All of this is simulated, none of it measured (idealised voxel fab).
Process module name: voxel released beams
Cross-sectional view cut (width: 140 nm; square cell size: 5 nm).
In what follows, cross-sections appear as grids of square cells, described through bands that run from the top down, where every band is one or more rows of cells.
Heads up on the band format: heights come first, top then bottom, in nm. After that it's the materials left to right, each with its width in nm. A single material flagged "edge to edge" fills the whole band edge to edge, and "empty" means there's empty space there.
The level at which height equals 0 is the one under which the wafer, as it arrives, is entirely one material. No lower edge exists for the bottom band, which continues downward and is notated as in "0 nm and below".
When a width is written as two numbers, as in "30 to 40", the first number is the width in the top row of cells of the band and the second is the width in its bottom row, and the width changes by the same amount from each row to the next.
No cell of the cross-section changed in a step that is given as "nothing different".
Look at "Closed empty spaces" for the closed voids: empty spaces with no open path to the top, sized 8 cells or up. Each is width x height at distance, distance from the left edge, all nm.
Anything after a step's settings on that line? It's the simulator's own note about the step.
overlay nm: right-of-plan distance of the mask on a masked step; negative values mean left-of-plan.
# The following list gives the planned process steps
| 1 | RECEIVE (material Si) |
| 2 | CONFORMAL_DEP (material SiN; thk nm 10) |
| 3 | DIRECTIONAL_DEP (material SiO2; thk nm 10) |
| 4 | MASKED_ETCH (tone open; mask id ANCHOR; width nm 35; etch materials SiO2; depth nm 10; overlay nm 0) |
| 5 | CONFORMAL_DEP (material polySi; thk nm 15) |
| 6 | DIRECTIONAL_DEP (material aC; thk nm 15) |
| 7 | PATTERN (tone cover; mask id BEAM; material resist; width nm 80; thk nm 35; overlay nm 0) |
| 8 | DIRECTIONAL_ETCH (etch materials aC; depth nm 15) |
| 9 | STRIP (etch materials resist) |
| 10 | DIRECTIONAL_ETCH (etch materials polySi; depth nm 15) |
| 11 | STRIP (etch materials aC) |
| 12 | STRIP (etch materials SiO2) |
# Cross-section, incoming material, after step 1
> 0 nm and below  Si edge to edge
> Closed empty spaces: none
# First wafer of two, sectioned at end of module; run went per plan
> 35 nm to 25 nm  25 empty; 20 polySi; 5 empty; 55 polySi; 35 empty
> 25 nm to 20 nm  25 empty; 80 polySi; 35 empty
> 20 nm to 10 nm  30 empty; 35 polySi; 75 empty
> 10 nm to 0 nm  SiN edge to edge
> 0 nm and below  Si edge to edge
> Closed empty spaces: none
# What the second wafer looks like in cross-section once the module is done. Its start and its plan matched the first wafer's exactly; what differed was one mistake in how it was run
> 20 nm to 10 nm  30 SiO2; 35 empty; 75 SiO2
> 10 nm to 0 nm  SiN edge to edge
> 0 nm and below  Si edge to edge
> Closed empty spaces: none
Short version of what went wrong: step 12 off recipe, ran as STRIP (etch materials polySi)
at the end the second wafer has, in cells: SiO2 +42 | polySi -60
